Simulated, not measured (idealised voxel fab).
Process module, titled voxel transistor to metal
Cross-section cut spans 150 nm and uses square cells 5 nm in size.
Think of the cross-section as a grid of square cells. We describe it in bands, top to bottom, and each band covers one or more rows of those cells.
First you get the band's top height and its bottom height, in nm, and then the materials it's made of, left to right, with each width in nm. If you see a single material with "throughout", that one covers the band edge to edge. "blank" is empty space.
Basically, 0 is our baseline, since under it the wafer straight out of the box is all one material. The bottom band has no lower end and keeps on going down, so it looks like "0 and below".
Read "30..40" as a graded width: first number on top, second number at the bottom, same change between each pair of neighbouring rows.
Basically "nothing was modified" means that step didn't change any cell in the cross-section.
Listed in "Sealed void listing": every empty space of 8 or more cells without an open way to the top. Form: width x height at distance, the distance being from the left edge, all in nm.
Text after the settings on a step's line: the simulator's own remark on that step.
On any step carrying a mask, the "overlay nm" setting, if present on the step's line, tells how far right of its planned place the mask lay; negative values point to the left.
# The steps planned for the process are as follows
step 1: RECEIVE (material Si)
step 2: OXIDIZE (depth nm 5)
step 3: CONFORMAL_DEP (material SiN; thk nm 10)
step 4: PATTERN (tone cover; mask id ACTIVE; material resist; width nm 120; thk nm 15; overlay nm 0)
step 5: DIRECTIONAL_ETCH (etch materials SiN; depth nm 10)
step 6: DIRECTIONAL_ETCH (etch materials SiO2; depth nm 5)
step 7: DIRECTIONAL_ETCH (etch materials Si; depth nm 35)
step 8: STRIP (etch materials resist)
step 9: FILL_DEP (material SiO2; thk nm 10)
step 10: CMP (height nm 10)
step 11: SELECTIVE_ETCH (etch materials SiO2; depth nm 10)
step 12: STRIP (etch materials SiN)
step 13: SELECTIVE_ETCH (etch materials SiO2; depth nm 5)
step 14: OXIDIZE (depth nm 5)
step 15: DIRECTIONAL_DEP (material polySi; thk nm 20)
step 16: DIRECTIONAL_DEP (material SiCN; thk nm 15)
step 17: MASKED_ETCH (tone cover; mask id GATE; width nm 30; etch materials SiCN; depth nm 25; overlay nm 0)
step 18: MASKED_ETCH (tone cover; mask id GATE; width nm 30; etch materials polySi; depth nm 30; overlay nm 0)
step 19: CONFORMAL_DEP (material SiO2; thk nm 5)
step 20: DIRECTIONAL_ETCH (etch materials SiO2; depth nm 5)
step 21: CONFORMAL_DEP (material SiN; thk nm 10)
step 22: DIRECTIONAL_ETCH (etch materials SiN; depth nm 10)
step 23: DIRECTIONAL_ETCH (etch materials SiO2; depth nm 5)
step 24: DIRECTIONAL_ETCH (etch materials Si; depth nm 5)
step 25: EPI (material nSi; thk nm 5)
step 26: FILL_DEP (material SiO2; thk nm 5)
step 27: CMP (height nm 15)
step 28: STRIP (etch materials polySi)
step 29: SELECTIVE_ETCH (etch materials SiO2; depth nm 5)
step 30: CONFORMAL_DEP (material HfO2; thk nm 5)
step 31: CONFORMAL_DEP (material TiN; thk nm 5)
step 32: FILL_DEP (material W; thk nm 5)
step 33: CMP (height nm 10)
step 34: DIRECTIONAL_DEP (material SiO2; thk nm 15)
step 35: PATTERN (tone open; mask id CONTACT; material resist; width nm 20; pitch nm 90; thk nm 15; overlay nm 0)
step 36: DIRECTIONAL_ETCH (etch materials SiO2; depth nm 35)
step 37: STRIP (etch materials resist)
step 38: CONFORMAL_DEP (material TiN; thk nm 5)
step 39: FILL_DEP (material W; thk nm 10)
step 40: CMP (height nm 25)
step 41: CONFORMAL_DEP (material SiCN; thk nm 5)
step 42: DIRECTIONAL_DEP (material lowk; thk nm 25)
step 43: MASKED_ETCH (tone open; mask id METAL_1; width nm 20; pitch nm 90; etch materials lowk; depth nm 25; overlay nm 0)
step 44: MASKED_ETCH (tone open; mask id METAL_1; width nm 20; pitch nm 90; etch materials SiCN; depth nm 5; overlay nm 0)
step 45: CONFORMAL_DEP (material TiN; thk nm 5)
step 46: FILL_DEP (material Cu; thk nm 10)
step 47: CMP (height nm 55)
step 48: CONFORMAL_DEP (material SiCN; thk nm 5)
step 49: DIRECTIONAL_DEP (material lowk; thk nm 25)
step 50: DIRECTIONAL_DEP (material aC; thk nm 10)
step 51: PATTERN (tone open; mask id METAL_2; material resist; width nm 20; pitch nm 90; thk nm 30; overlay nm 0)
step 52: DIRECTIONAL_ETCH (etch materials aC; depth nm 10)
step 53: STRIP (etch materials resist)
step 54: DIRECTIONAL_ETCH (etch materials lowk; depth nm 15)
step 55: STRIP (etch materials aC)
step 56: DIRECTIONAL_DEP (material aC; thk nm 15)
step 57: PATTERN (tone open; mask id METAL_2_HOLES; material resist; width nm 15; pitch nm 90; thk nm 30; overlay nm 0)
step 58: DIRECTIONAL_ETCH (etch materials aC; depth nm 15)
step 59: STRIP (etch materials resist)
step 60: DIRECTIONAL_ETCH (etch materials lowk; depth nm 10)
step 61: DIRECTIONAL_ETCH (etch materials SiCN; depth nm 5)
step 62: STRIP (etch materials aC)
step 63: CONFORMAL_DEP (material TiN; thk nm 5)
step 64: FILL_DEP (material Ru; thk nm 10)
step 65: CMP (height nm 85)
step 66: CONFORMAL_DEP (material SiN; thk nm 5)
# The first wafer of two, processed as planned
# As-received state of the wafer in cross-section, equivalent to post-step 1
* 0 and below: Si throughout
* Sealed void listing: none
# Step 2 complete: cross-section through the wafer
* 0 down to -5: SiO2 throughout
* Below a height of -5, the structure has not been altered.
# Step 3 complete: cross-section through the wafer
* 10 down to 0: SiN throughout
* Below a height of 0, the structure has not been altered.
# Step 4 complete: cross-section through the wafer
* 25 down to 10: blank (15); resist (120); blank (15)
* Below a height of 10, the structure has not been altered.
# Step 5 complete: cross-section through the wafer
* 25 down to 10: blank (15); resist (120); blank (15)
* 10 down to 0: blank (15); SiN (120); blank (15)
* Below a height of 0, the structure has not been altered.
# Step 6 complete: cross-section through the wafer
* 25 down to 10: blank (15); resist (120); blank (15)
* 10 down to 0: blank (15); SiN (120); blank (15)
* 0 down to -5: blank (15); SiO2 (120); blank (15)
* Below a height of -5, the structure has not been altered.
# Step 7 complete: cross-section through the wafer
* 25 down to 10: blank (15); resist (120); blank (15)
* 10 down to 0: blank (15); SiN (120); blank (15)
* 0 down to -5: blank (15); SiO2 (120); blank (15)
* -5 down to -40: blank (15); Si (120); blank (15)
* Below a height of -40, the structure has not been altered.
# Step 8 complete: cross-section through the wafer
* 10 down to 0: blank (15); SiN (120); blank (15)
* Below a height of 0, the structure has not been altered.
# Step 9 complete: cross-section through the wafer
* 20 down to 10: SiO2 throughout
* 10 down to 0: SiO2 (15); SiN (120); SiO2 (15)
* 0 down to -5: SiO2 throughout
* -5 down to -40: SiO2 (15); Si (120); SiO2 (15)
* Below a height of -40, the structure has not been altered.
# Step 10 complete: cross-section through the wafer
* 10 down to 0: SiO2 (15); SiN (120); SiO2 (15)
* Below a height of 0, the structure has not been altered.
# Step 11 complete: cross-section through the wafer
* 10 down to 0: blank (15); SiN (120); blank (15)
* Below a height of 0, the structure has not been altered.
# Step 12 complete: cross-section through the wafer
* 0 down to -5: SiO2 throughout
* Below a height of -5, the structure has not been altered.
# Step 13 complete: cross-section through the wafer
* -5 down to -40: SiO2 (15); Si (120); SiO2 (15)
* Below a height of -40, the structure has not been altered.
# Step 14 complete: cross-section through the wafer
* -5 down to -10: SiO2 throughout
* Below a height of -10, the structure has not been altered.
# Step 15 complete: cross-section through the wafer
* 15 down to -5: polySi throughout
* Below a height of -5, the structure has not been altered.
# Step 16 complete: cross-section through the wafer
* 30 down to 15: SiCN throughout
* Below a height of 15, the structure has not been altered.
# Step 17 complete: cross-section through the wafer
* 30 down to 15: blank (60); SiCN (30); blank (60)
* Below a height of 15, the structure has not been altered.
# Step 18 complete: cross-section through the wafer
* 30 down to 15: blank (60); SiCN (30); blank (60)
* 15 down to -5: blank (60); polySi (30); blank (60)
* Below a height of -5, the structure has not been altered.
# Step 19 complete: cross-section through the wafer
* 35 down to 30: blank (55); SiO2 (40); blank (55)
* 30 down to 15: blank (55); SiO2 (5); SiCN (30); SiO2 (5); blank (55)
* 15 down to 0: blank (55); SiO2 (5); polySi (30); SiO2 (5); blank (55)
* 0 down to -5: SiO2 (60); polySi (30); SiO2 (60)
* Below a height of -5, the structure has not been altered.
# Step 20 complete: cross-section through the wafer
* 30 down to 15: blank (55); SiO2 (5); SiCN (30); SiO2 (5); blank (55)
* 15 down to -5: blank (55); SiO2 (5); polySi (30); SiO2 (5); blank (55)
* Below a height of -5, the structure has not been altered.
# Step 21 complete: cross-section through the wafer
* 40 down to 30: blank (45); SiN (60); blank (45)
* 30 down to 15: blank (45); SiN (10); SiO2 (5); SiCN (30); SiO2 (5); SiN (10); blank (45)
* 15 down to 5: blank (45); SiN (10); SiO2 (5); polySi (30); SiO2 (5); SiN (10); blank (45)
* 5 down to -5: SiN (55); SiO2 (5); polySi (30); SiO2 (5); SiN (55)
* Below a height of -5, the structure has not been altered.
# Step 22 complete: cross-section through the wafer
* 30 down to 15: blank (45); SiN (10); SiO2 (5); SiCN (30); SiO2 (5); SiN (10); blank (45)
* 15 down to -5: blank (45); SiN (10); SiO2 (5); polySi (30); SiO2 (5); SiN (10); blank (45)
* Below a height of -5, the structure has not been altered.
# Step 23 complete: cross-section through the wafer
* 30 down to 25: blank (45); SiN (10); blank (5); SiCN (30); blank (5); SiN (10); blank (45)
* 25 down to 15: blank (45); SiN (10); SiO2 (5); SiCN (30); SiO2 (5); SiN (10); blank (45)
* 15 down to -5: blank (45); SiN (10); SiO2 (5); polySi (30); SiO2 (5); SiN (10); blank (45)
* -5 down to -10: blank (45); SiO2 (60); blank (45)
* Below a height of -10, the structure has not been altered.
# Step 24 complete: cross-section through the wafer
* 30 down to 25: blank (45); SiN (10); blank (5); SiCN (30); blank (5); SiN (10); blank (45)
* 25 down to 15: blank (45); SiN (10); SiO2 (5); SiCN (30); SiO2 (5); SiN (10); blank (45)
* 15 down to -5: blank (45); SiN (10); SiO2 (5); polySi (30); SiO2 (5); SiN (10); blank (45)
* -5 down to -10: blank (45); SiO2 (60); blank (45)
* -10 down to -15: SiO2 (15); blank (30); Si (60); blank (30); SiO2 (15)
* Below a height of -15, the structure has not been altered.
# Step 25 complete: cross-section through the wafer
* 30 down to 25: blank (45); SiN (10); blank (5); SiCN (30); blank (5); SiN (10); blank (45)
* 25 down to 15: blank (45); SiN (10); SiO2 (5); SiCN (30); SiO2 (5); SiN (10); blank (45)
* 15 down to -5: blank (45); SiN (10); SiO2 (5); polySi (30); SiO2 (5); SiN (10); blank (45)
* -5 down to -10: blank (40); nSi (5); SiO2 (60); nSi (5); blank (40)
* -10 down to -15: SiO2 (15); nSi (30); Si (60); nSi (30); SiO2 (15)
* Below a height of -15, the structure has not been altered.
# Step 26 complete: cross-section through the wafer
* 35 down to 30: SiO2 throughout
* 30 down to 15: SiO2 (45); SiN (10); SiO2 (5); SiCN (30); SiO2 (5); SiN (10); SiO2 (45)
* 15 down to -5: SiO2 (45); SiN (10); SiO2 (5); polySi (30); SiO2 (5); SiN (10); SiO2 (45)
* -5 down to -10: SiO2 (40); nSi (5); SiO2 (60); nSi (5); SiO2 (40)
* Below a height of -10, the structure has not been altered.
# Step 27 complete: cross-section through the wafer
* 15 down to -5: SiO2 (45); SiN (10); SiO2 (5); polySi (30); SiO2 (5); SiN (10); SiO2 (45)
* Below a height of -5, the structure has not been altered.
# Step 28 complete: cross-section through the wafer
* 15 down to -5: SiO2 (45); SiN (10); SiO2 (5); blank (30); SiO2 (5); SiN (10); SiO2 (45)
* Below a height of -5, the structure has not been altered.
# Step 29 complete: cross-section through the wafer
* 15 down to 10: blank (45); SiN (10); blank (40); SiN (10); blank (45)
* 10 down to -5: SiO2 (45); SiN (10); blank (40); SiN (10); SiO2 (45)
* -5 down to -10: SiO2 (40); nSi (5); SiO2 (10); blank (40); SiO2 (10); nSi (5); SiO2 (40)
* Below a height of -10, the structure has not been altered.
# Step 30 complete: cross-section through the wafer
* 20 down to 15: blank (40); HfO2 (20); blank (30); HfO2 (20); blank (40)
* 15 down to 10: HfO2 (45); SiN (10); HfO2 (5); blank (30); HfO2 (5); SiN (10); HfO2 (45)
* 10 down to -5: SiO2 (45); SiN (10); HfO2 (5); blank (30); HfO2 (5); SiN (10); SiO2 (45)
* -5 down to -10: SiO2 (40); nSi (5); SiO2 (10); HfO2 (40); SiO2 (10); nSi (5); SiO2 (40)
* Below a height of -10, the structure has not been altered.
# Step 31 complete: cross-section through the wafer
* 25 down to 20: blank (35); TiN (30); blank (20); TiN (30); blank (35)
* 20 down to 15: TiN (40); HfO2 (20); TiN (5); blank (20); TiN (5); HfO2 (20); TiN (40)
* 15 down to 10: HfO2 (45); SiN (10); HfO2 (5); TiN (5); blank (20); TiN (5); HfO2 (5); SiN (10); HfO2 (45)
* 10 down to 0: SiO2 (45); SiN (10); HfO2 (5); TiN (5); blank (20); TiN (5); HfO2 (5); SiN (10); SiO2 (45)
* 0 down to -5: SiO2 (45); SiN (10); HfO2 (5); TiN (30); HfO2 (5); SiN (10); SiO2 (45)
* Below a height of -5, the structure has not been altered.
# Step 32 complete: cross-section through the wafer
* 30 down to 25: W throughout
* 25 down to 20: W (35); TiN (30); W (20); TiN (30); W (35)
* 20 down to 15: TiN (40); HfO2 (20); TiN (5); W (20); TiN (5); HfO2 (20); TiN (40)
* 15 down to 10: HfO2 (45); SiN (10); HfO2 (5); TiN (5); W (20); TiN (5); HfO2 (5); SiN (10); HfO2 (45)
* 10 down to 0: SiO2 (45); SiN (10); HfO2 (5); TiN (5); W (20); TiN (5); HfO2 (5); SiN (10); SiO2 (45)
* Below a height of 0, the structure has not been altered.
# Step 33 complete: cross-section through the wafer
* 10 down to 0: SiO2 (45); SiN (10); HfO2 (5); TiN (5); W (20); TiN (5); HfO2 (5); SiN (10); SiO2 (45)
* Below a height of 0, the structure has not been altered.
# Step 34 complete: cross-section through the wafer
* 25 down to 10: SiO2 throughout
* Below a height of 10, the structure has not been altered.
# Step 35 complete: cross-section through the wafer
* 40 down to 25: resist (20); blank (20); resist (70); blank (20); resist (20)
* Below a height of 25, the structure has not been altered.
# Step 36 complete: cross-section through the wafer
* 40 down to 25: resist (20); blank (20); resist (70); blank (20); resist (20)
* 25 down to 10: SiO2 (20); blank (20); SiO2 (70); blank (20); SiO2 (20)
* 10 down to 0: SiO2 (20); blank (20); SiO2 (5); SiN (10); HfO2 (5); TiN (5); W (20); TiN (5); HfO2 (5); SiN (10); SiO2 (5); blank (20); SiO2 (20)
* 0 down to -5: SiO2 (20); blank (20); SiO2 (5); SiN (10); HfO2 (5); TiN (30); HfO2 (5); SiN (10); SiO2 (5); blank (20); SiO2 (20)
* -5 down to -10: SiO2 (20); blank (20); nSi (5); SiO2 (10); HfO2 (40); SiO2 (10); nSi (5); blank (20); SiO2 (20)
* Below a height of -10, the structure has not been altered.
# Step 37 complete: cross-section through the wafer
* 25 down to 10: SiO2 (20); blank (20); SiO2 (70); blank (20); SiO2 (20)
* Below a height of 10, the structure has not been altered.
# Step 38 complete: cross-section through the wafer
* 30 down to 25: TiN (25); blank (10); TiN (80); blank (10); TiN (25)
* 25 down to 10: SiO2 (20); TiN (5); blank (10); TiN (5); SiO2 (70); TiN (5); blank (10); TiN (5); SiO2 (20)
* 10 down to 0: SiO2 (20); TiN (5); blank (10); TiN (5); SiO2 (5); SiN (10); HfO2 (5); TiN (5); W (20); TiN (5); HfO2 (5); SiN (10); SiO2 (5); TiN (5); blank (10); TiN (5); SiO2 (20)
* 0 down to -5: SiO2 (20); TiN (5); blank (10); TiN (5); SiO2 (5); SiN (10); HfO2 (5); TiN (30); HfO2 (5); SiN (10); SiO2 (5); TiN (5); blank (10); TiN (5); SiO2 (20)
* -5 down to -10: SiO2 (20); TiN (20); nSi (5); SiO2 (10); HfO2 (40); SiO2 (10); nSi (5); TiN (20); SiO2 (20)
* Below a height of -10, the structure has not been altered.
# Step 39 complete: cross-section through the wafer
* 40 down to 30: W throughout
* 30 down to 25: TiN (25); W (10); TiN (80); W (10); TiN (25)
* 25 down to 10: SiO2 (20); TiN (5); W (10); TiN (5); SiO2 (70); TiN (5); W (10); TiN (5); SiO2 (20)
* 10 down to 0: SiO2 (20); TiN (5); W (10); TiN (5); SiO2 (5); SiN (10); HfO2 (5); TiN (5); W (20); TiN (5); HfO2 (5); SiN (10); SiO2 (5); TiN (5); W (10); TiN (5); SiO2 (20)
* 0 down to -5: SiO2 (20); TiN (5); W (10); TiN (5); SiO2 (5); SiN (10); HfO2 (5); TiN (30); HfO2 (5); SiN (10); SiO2 (5); TiN (5); W (10); TiN (5); SiO2 (20)
* Below a height of -5, the structure has not been altered.
# Step 40 complete: cross-section through the wafer
* 25 down to 10: SiO2 (20); TiN (5); W (10); TiN (5); SiO2 (70); TiN (5); W (10); TiN (5); SiO2 (20)
* Below a height of 10, the structure has not been altered.
# Step 41 complete: cross-section through the wafer
* 30 down to 25: SiCN throughout
* Below a height of 25, the structure has not been altered.
# Step 42 complete: cross-section through the wafer
* 55 down to 30: lowk throughout
* Below a height of 30, the structure has not been altered.
# Step 43 complete: cross-section through the wafer
* 55 down to 30: lowk (20); blank (20); lowk (70); blank (20); lowk (20)
* Below a height of 30, the structure has not been altered.
# Step 44 complete: cross-section through the wafer
* 55 down to 30: lowk (20); blank (20); lowk (70); blank (20); lowk (20)
* 30 down to 25: SiCN (20); blank (20); SiCN (70); blank (20); SiCN (20)
* Below a height of 25, the structure has not been altered.
# Step 45 complete: cross-section through the wafer
* 60 down to 55: TiN (25); blank (10); TiN (80); blank (10); TiN (25)
* 55 down to 30: lowk (20); TiN (5); blank (10); TiN (5); lowk (70); TiN (5); blank (10); TiN (5); lowk (20)
* 30 down to 25: SiCN (20); TiN (20); SiCN (70); TiN (20); SiCN (20)
* Below a height of 25, the structure has not been altered.
# Step 46 complete: cross-section through the wafer
* 70 down to 60: Cu throughout
* 60 down to 55: TiN (25); Cu (10); TiN (80); Cu (10); TiN (25)
* 55 down to 30: lowk (20); TiN (5); Cu (10); TiN (5); lowk (70); TiN (5); Cu (10); TiN (5); lowk (20)
* Below a height of 30, the structure has not been altered.
# Step 47 complete: cross-section through the wafer
* 55 down to 30: lowk (20); TiN (5); Cu (10); TiN (5); lowk (70); TiN (5); Cu (10); TiN (5); lowk (20)
* Below a height of 30, the structure has not been altered.
# Step 48 complete: cross-section through the wafer
* 60 down to 55: SiCN throughout
* Below a height of 55, the structure has not been altered.
# Step 49 complete: cross-section through the wafer
* 85 down to 60: lowk throughout
* Below a height of 60, the structure has not been altered.
# Step 50 complete: cross-section through the wafer
* 95 down to 85: aC throughout
* Below a height of 85, the structure has not been altered.
# Step 51 complete: cross-section through the wafer
* 125 down to 95: resist (20); blank (20); resist (70); blank (20); resist (20)
* Below a height of 95, the structure has not been altered.
# Step 52 complete: cross-section through the wafer
* 115 down to 95: resist (20); blank (20); resist (70); blank (20); resist (20)
* 95 down to 85: aC (20); blank (20); aC (70); blank (20); aC (20)
* Below a height of 85, the structure has not been altered.
# Step 53 complete: cross-section through the wafer
* 95 down to 85: aC (20); blank (20); aC (70); blank (20); aC (20)
* Below a height of 85, the structure has not been altered.
# Step 54 complete: cross-section through the wafer
* 95 down to 85: aC (20); blank (20); aC (70); blank (20); aC (20)
* 85 down to 70: lowk (20); blank (20); lowk (70); blank (20); lowk (20)
* Below a height of 70, the structure has not been altered.
# Step 55 complete: cross-section through the wafer
* 85 down to 70: lowk (20); blank (20); lowk (70); blank (20); lowk (20)
* Below a height of 70, the structure has not been altered.
# Step 56 complete: cross-section through the wafer
* 100 down to 85: aC (20); blank (20); aC (70); blank (20); aC (20)
* 85 down to 70: lowk (20); aC (20); lowk (70); aC (20); lowk (20)
* Below a height of 70, the structure has not been altered.
# Step 57 complete: cross-section through the wafer
* 130 down to 100: resist (20); blank (15); resist (75); blank (15); resist (25)
* 100 down to 85: aC (20); blank (15); resist (5); aC (70); blank (15); resist (5); aC (20)
* Below a height of 85, the structure has not been altered.
# Step 58 complete: cross-section through the wafer
* 115 down to 100: resist (20); blank (15); resist (75); blank (15); resist (25)
* 100 down to 85: aC (20); blank (15); resist (5); aC (70); blank (15); resist (5); aC (20)
* 85 down to 70: lowk (20); blank (15); aC (5); lowk (70); blank (15); aC (5); lowk (20)
* Below a height of 70, the structure has not been altered.
# Step 59 complete: cross-section through the wafer
* 100 down to 85: aC (20); blank (20); aC (70); blank (20); aC (20)
* Below a height of 85, the structure has not been altered.
# Step 60 complete: cross-section through the wafer
* 100 down to 85: aC (20); blank (20); aC (70); blank (20); aC (20)
* 85 down to 70: lowk (20); blank (15); aC (5); lowk (70); blank (15); aC (5); lowk (20)
* 70 down to 60: lowk (20); blank (15); lowk (75); blank (15); lowk (25)
* Below a height of 60, the structure has not been altered.
# Step 61 complete: cross-section through the wafer
* 100 down to 85: aC (20); blank (20); aC (70); blank (20); aC (20)
* 85 down to 70: lowk (20); blank (15); aC (5); lowk (70); blank (15); aC (5); lowk (20)
* 70 down to 60: lowk (20); blank (15); lowk (75); blank (15); lowk (25)
* 60 down to 55: SiCN (20); blank (15); SiCN (75); blank (15); SiCN (25)
* Below a height of 55, the structure has not been altered.
# Step 62 complete: cross-section through the wafer
* 85 down to 70: lowk (20); blank (20); lowk (70); blank (20); lowk (20)
* Below a height of 70, the structure has not been altered.
# Step 63 complete: cross-section through the wafer
* 90 down to 85: TiN (25); blank (10); TiN (80); blank (10); TiN (25)
* 85 down to 75: lowk (20); TiN (5); blank (10); TiN (5); lowk (70); TiN (5); blank (10); TiN (5); lowk (20)
* 75 down to 70: lowk (20); TiN (5); blank (5); TiN (10); lowk (70); TiN (5); blank (5); TiN (10); lowk (20)
* 70 down to 60: lowk (20); TiN (5); blank (5); TiN (5); lowk (75); TiN (5); blank (5); TiN (5); lowk (25)
* 60 down to 55: SiCN (20); TiN (15); SiCN (75); TiN (15); SiCN (25)
* Below a height of 55, the structure has not been altered.
# Step 64 complete: cross-section through the wafer
* 100 down to 90: Ru throughout
* 90 down to 85: TiN (25); Ru (10); TiN (80); Ru (10); TiN (25)
* 85 down to 75: lowk (20); TiN (5); Ru (10); TiN (5); lowk (70); TiN (5); Ru (10); TiN (5); lowk (20)
* 75 down to 70: lowk (20); TiN (5); Ru (5); TiN (10); lowk (70); TiN (5); Ru (5); TiN (10); lowk (20)
* 70 down to 60: lowk (20); TiN (5); Ru (5); TiN (5); lowk (75); TiN (5); Ru (5); TiN (5); lowk (25)
* Below a height of 60, the structure has not been altered.
# Step 65 complete: cross-section through the wafer
* 85 down to 75: lowk (20); TiN (5); Ru (10); TiN (5); lowk (70); TiN (5); Ru (10); TiN (5); lowk (20)
* Below a height of 75, the structure has not been altered.
# Step 66 complete: cross-section through the wafer
* 90 down to 85: SiN throughout
* Below a height of 85, the structure has not been altered.
# It is to be noted that the second wafer proceeded from the same initial state and according to the same plan as the first, although one mistake was committed in its execution; through step 50, inclusive, the two wafers share an identical history
# Second wafer: cross-section at the scheduled end of step 51
* 125 down to 95: resist (15); blank (30); resist (60); blank (30); resist (15)
* Below a height of 95, the structure has not been altered.
# Second wafer: cross-section at the scheduled end of step 52
* 115 down to 95: resist (15); blank (30); resist (60); blank (30); resist (15)
* 95 down to 85: aC (15); blank (30); aC (60); blank (30); aC (15)
* Below a height of 85, the structure has not been altered.
# Second wafer: cross-section at the scheduled end of step 53
* 95 down to 85: aC (15); blank (30); aC (60); blank (30); aC (15)
* Below a height of 85, the structure has not been altered.
# Second wafer: cross-section at the scheduled end of step 54
* 95 down to 85: aC (15); blank (30); aC (60); blank (30); aC (15)
* 85 down to 70: lowk (15); blank (30); lowk (60); blank (30); lowk (15)
* Below a height of 70, the structure has not been altered.
# Second wafer: cross-section at the scheduled end of step 55
* 85 down to 70: lowk (15); blank (30); lowk (60); blank (30); lowk (15)
* Below a height of 70, the structure has not been altered.
# Second wafer: cross-section at the scheduled end of step 56
* 100 down to 85: aC (15); blank (30); aC (60); blank (30); aC (15)
* 85 down to 70: lowk (15); aC (30); lowk (60); aC (30); lowk (15)
* Below a height of 70, the structure has not been altered.
# Second wafer: cross-section at the scheduled end of step 57
* 130 down to 100: resist (20); blank (15); resist (75); blank (15); resist (25)
* 100 down to 85: aC (15); resist (5); blank (15); resist (10); aC (60); resist (5); blank (15); resist (10); aC (15)
* Below a height of 85, the structure has not been altered.
# Second wafer: cross-section at the scheduled end of step 58
* 115 down to 100: resist (20); blank (15); resist (75); blank (15); resist (25)
* 100 down to 85: aC (15); resist (5); blank (15); resist (10); aC (60); resist (5); blank (15); resist (10); aC (15)
* 85 down to 70: lowk (15); aC (5); blank (15); aC (10); lowk (60); aC (5); blank (15); aC (10); lowk (15)
* Below a height of 70, the structure has not been altered.
# Second wafer: cross-section at the scheduled end of step 59
* 100 down to 85: aC (15); blank (30); aC (60); blank (30); aC (15)
* Below a height of 85, the structure has not been altered.
# Second wafer: cross-section at the scheduled end of step 60
* 100 down to 85: aC (15); blank (30); aC (60); blank (30); aC (15)
* 85 down to 70: lowk (15); aC (5); blank (15); aC (10); lowk (60); aC (5); blank (15); aC (10); lowk (15)
* 70 down to 60: lowk (20); blank (15); lowk (75); blank (15); lowk (25)
* Below a height of 60, the structure has not been altered.
# Second wafer: cross-section at the scheduled end of step 61
* 100 down to 85: aC (15); blank (30); aC (60); blank (30); aC (15)
* 85 down to 70: lowk (15); aC (5); blank (15); aC (10); lowk (60); aC (5); blank (15); aC (10); lowk (15)
* 70 down to 60: lowk (20); blank (15); lowk (75); blank (15); lowk (25)
* 60 down to 55: SiCN (20); blank (15); SiCN (75); blank (15); SiCN (25)
* Below a height of 55, the structure has not been altered.
# Second wafer: cross-section at the scheduled end of step 62
* 85 down to 70: lowk (15); blank (30); lowk (60); blank (30); lowk (15)
* Below a height of 70, the structure has not been altered.
# Second wafer: cross-section at the scheduled end of step 63
* 90 down to 85: TiN (20); blank (20); TiN (70); blank (20); TiN (20)
* 85 down to 75: lowk (15); TiN (5); blank (20); TiN (5); lowk (60); TiN (5); blank (20); TiN (5); lowk (15)
* 75 down to 70: lowk (15); TiN (10); blank (5); TiN (15); lowk (60); TiN (10); blank (5); TiN (15); lowk (15)
* 70 down to 60: lowk (20); TiN (5); blank (5); TiN (5); lowk (75); TiN (5); blank (5); TiN (5); lowk (25)
* 60 down to 55: SiCN (20); TiN (15); SiCN (75); TiN (15); SiCN (25)
* Below a height of 55, the structure has not been altered.
# Second wafer: cross-section at the scheduled end of step 64
* 100 down to 90: Ru throughout
* 90 down to 85: TiN (20); Ru (20); TiN (70); Ru (20); TiN (20)
* 85 down to 75: lowk (15); TiN (5); Ru (20); TiN (5); lowk (60); TiN (5); Ru (20); TiN (5); lowk (15)
* 75 down to 70: lowk (15); TiN (10); Ru (5); TiN (15); lowk (60); TiN (10); Ru (5); TiN (15); lowk (15)
* 70 down to 60: lowk (20); TiN (5); Ru (5); TiN (5); lowk (75); TiN (5); Ru (5); TiN (5); lowk (25)
* Below a height of 60, the structure has not been altered.
# Second wafer: cross-section at the scheduled end of step 65
* 85 down to 75: lowk (15); TiN (5); Ru (20); TiN (5); lowk (60); TiN (5); Ru (20); TiN (5); lowk (15)
* Below a height of 75, the structure has not been altered.
# Second wafer: cross-section at the scheduled end of step 66
* 90 down to 85: SiN throughout
* Below a height of 85, the structure has not been altered.
The plan and the run diverged here: off-plan run, step 51, actual operation and settings PATTERN (tone open; mask id METAL_2; material resist; width nm 30; pitch nm 90; thk nm 30; overlay nm 0)
Heads up, by the end the second wafer has more or fewer cells of some materials compared to the first: +8 Ru; +4 TiN; -12 lowk
